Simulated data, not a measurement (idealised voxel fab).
Documented hereafter: the process module known as voxel wiring stack.
Shown is cross-section cut, with a width of 260 nm and square cells of size 5 nm.
Reading order for cross-sections: top band down to bottom band. Underlying form: a grid of square cells. Band size: one or more rows of cells.
Band: top height; bottom height; in nm. Then, left to right: material with width in nm, for each material. "all across": a single material spanning edge to edge. "blank": empty space.
All heights in this document are referenced to 0, defined as the level beneath which the wafer, as received, consists entirely of one material. The lowest band is not bounded below; it extends indefinitely downward and is written in the form "0 down".
You'd read "30..40" like this: the band's top row of cells is as wide as the first number, its bottom row is as wide as the second, and going down, every row changes width by the same amount as the row before did.
Any step labelled "nothing different" changed none of the cells in the cross-section.
"Unvented cavities" lists enclosed empty spaces (at least 8 cells, no open path upward to the top), each as width x height at distance from the left edge, in nm.
Anything after a step's settings on that line? It's the simulator's own note about the step.
Among the settings permitted on a step's line is "overlay nm"; applied to a step with a mask, it specifies the extent to which the mask lay to the right of its planned position, whereas a negative figure signifies a position to the left.

## Steps in the process plan
| 1 | RECEIVE, material Si |
| 2 | CONFORMAL_DEP, material SiO2, thk nm 15 |
| 3 | CONFORMAL_DEP, material SiCN, thk nm 5 |
| 4 | DIRECTIONAL_DEP, material lowk, thk nm 25 |
| 5 | PATTERN, tone open, mask id METAL_1, material resist, width nm 15, pitch nm 40, thk nm 15, overlay nm 0 |
| 6 | DIRECTIONAL_ETCH, etch materials lowk, depth nm 25 |
| 7 | DIRECTIONAL_ETCH, etch materials SiCN, depth nm 5 |
| 8 | STRIP, etch materials resist |
| 9 | CONFORMAL_DEP, material TiN, thk nm 5 |
| 10 | FILL_DEP, material Cu, thk nm 10 |
| 11 | CMP, height nm 45 |
| 12 | CONFORMAL_DEP, material SiCN, thk nm 5 |
| 13 | DIRECTIONAL_DEP, material lowk, thk nm 35 |
| 14 | PATTERN, tone open, mask id METAL_2_HOLES, material resist, width nm 15, pitch nm 40, thk nm 15, overlay nm 0 |
| 15 | DIRECTIONAL_ETCH, etch materials lowk, depth nm 35 |
| 16 | STRIP, etch materials resist |
| 17 | MASKED_ETCH, tone open, mask id METAL_2, width nm 25, pitch nm 40, etch materials lowk, depth nm 20, overlay nm 0 |
| 18 | MASKED_ETCH, tone open, mask id METAL_2, width nm 25, pitch nm 40, etch materials SiCN, depth nm 5, overlay nm 0 |
| 19 | CONFORMAL_DEP, material TiN, thk nm 5 |
| 20 | FILL_DEP, material Ru, thk nm 5 |
| 21 | CMP, height nm 85 |
| 22 | CONFORMAL_DEP, material SiCN, thk nm 5 |
| 23 | DIRECTIONAL_DEP, material lowk, thk nm 35 |
| 24 | DIRECTIONAL_DEP, material aC, thk nm 10 |
| 25 | PATTERN, tone open, mask id METAL_3, material resist, width nm 25, pitch nm 40, thk nm 30, overlay nm 0 |
| 26 | DIRECTIONAL_ETCH, etch materials aC, depth nm 10 |
| 27 | STRIP, etch materials resist |
| 28 | DIRECTIONAL_ETCH, etch materials lowk, depth nm 20 |
| 29 | STRIP, etch materials aC |
| 30 | DIRECTIONAL_DEP, material aC, thk nm 10 |
| 31 | PATTERN, tone open, mask id METAL_3_HOLES, material resist, width nm 15, pitch nm 80, thk nm 30, overlay nm 0 |
| 32 | DIRECTIONAL_ETCH, etch materials aC, depth nm 10 |
| 33 | STRIP, etch materials resist |
| 34 | DIRECTIONAL_ETCH, etch materials lowk, depth nm 15 |
| 35 | DIRECTIONAL_ETCH, etch materials SiCN, depth nm 5 |
| 36 | STRIP, etch materials aC |
| 37 | CONFORMAL_DEP, material TiN, thk nm 5 |
| 38 | FILL_DEP, material Cu, thk nm 10 |
| 39 | CMP, height nm 125 |
| 40 | CONFORMAL_DEP, material SiCN, thk nm 5 |
| 41 | DIRECTIONAL_DEP, material lowk, thk nm 35 |
| 42 | PATTERN, tone open, mask id METAL_4_HOLES, material resist, width nm 15, pitch nm 40, thk nm 20, overlay nm 0 |
| 43 | DIRECTIONAL_ETCH, etch materials lowk, depth nm 35 |
| 44 | STRIP, etch materials resist |
| 45 | DIRECTIONAL_DEP, material aC, thk nm 10 |
| 46 | PATTERN, tone open, mask id METAL_4, material resist, width nm 25, pitch nm 40, thk nm 30, overlay nm 0 |
| 47 | DIRECTIONAL_ETCH, etch materials aC, depth nm 10 |
| 48 | STRIP, etch materials resist |
| 49 | DIRECTIONAL_ETCH, etch materials lowk, depth nm 20 |
| 50 | DIRECTIONAL_ETCH, etch materials SiCN, depth nm 5 |
| 51 | STRIP, etch materials aC |
| 52 | CONFORMAL_DEP, material TiN, thk nm 5 |
| 53 | FILL_DEP, material Cu, thk nm 10 |
| 54 | CMP, height nm 165 |
| 55 | CONFORMAL_DEP, material SiCN, thk nm 5 |
The value of width nm given for step 5 in the plan refers to the first wafer; the wafers vary in this setting and are alike at the start.

## first wafer as received, after step 1
0 down  Si all across
Unvented cavities: none

## Take any row and you have a wafer at the end of the module: how many cells of each material it has gained (+) or lost (-) since it was received, and then its closed voids
width nm 15; +89 Cu; +39 Ru; +227 SiCN; +156 SiO2; +202 TiN; +1055 lowk; Unvented cavities: none
width nm 20; +104 Cu; +39 Ru; +224 SiCN; +156 SiO2; +205 TiN; +1040 lowk; Unvented cavities: none
width nm 25; +119 Cu; +39 Ru; +221 SiCN; +156 SiO2; +208 TiN; +1025 lowk; Unvented cavities: none
